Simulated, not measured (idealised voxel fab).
process module | voxel trench capacitor
cross-section cut | 285 nm wide | cells 5 nm
A cross-section is a grid of square cells, given in bands from the top down. A band is one or more rows of cells.
Each band's line starts with the height of the band's top and of its bottom, in nm. Then come its materials from left to right, each with its width in nm. One material with "throughout" fills the band from edge to edge. "air" is empty space.
Height 0 is the level under which the wafer as received is all one material. The lowest band goes on downwards, as in "0 down".
A width such as "30 to 40" changes by the same amount from each row of cells to the next, from the band's top row to its bottom row.
"no change" after a step means that no cell of the cross-section changed.
closed voids: empty space of 8 cells or more with no open way to the top, each as width x height at its distance from the left edge, in nm
after a step's settings: what the simulator itself notes on the step
overlay nm, on a step with a mask: how far to the right of its planned place the mask lay; to the left if negative
plan
1 op RECEIVE | material Si
2 op CONFORMAL_DEP | material SiN | thk nm 10
3 op PATTERN | tone open | mask id TRENCH | material resist | width nm 25 | pitch nm 55 | thk nm 20 | overlay nm -15
4 op DIRECTIONAL_ETCH | etch materials SiN | depth nm 10
5 op DIRECTIONAL_ETCH | etch materials Si | depth nm 40
6 op STRIP | etch materials resist
7 op CONFORMAL_DEP | material HfO2 | thk nm 5
8 op CONFORMAL_DEP | material TiN | thk nm 5
9 op FILL_DEP | material W | thk nm 10
10 op CMP | height nm 10
varied across the wafers: overlay nm of step 3. The plan shows the first wafer's value. All wafers start alike
first wafer as received, after step 1
  0 down: Si throughout
  closed voids: none
each wafer at the end: cells of each material gained (+) or lost (-) since it was received, then its closed voids
overlay nm -15 | +46 HfO2 | -80 Si | +94 SiN | +38 TiN | +16 W | closed voids: none
overlay nm -10 | +46 HfO2 | -80 Si | +94 SiN | +38 TiN | +16 W | closed voids: none
overlay nm -5 | +46 HfO2 | -80 Si | +94 SiN | +38 TiN | +16 W | closed voids: none
overlay nm 0 | +46 HfO2 | -80 Si | +94 SiN | +38 TiN | +16 W | closed voids: none
overlay nm 5 | +46 HfO2 | -80 Si | +94 SiN | +38 TiN | +16 W | closed voids: none
overlay nm 10 | +46 HfO2 | -80 Si | +94 SiN | +38 TiN | +16 W | closed voids: none
overlay nm 15 | +46 HfO2 | -80 Si | +94 SiN | +38 TiN | +16 W | closed voids: none
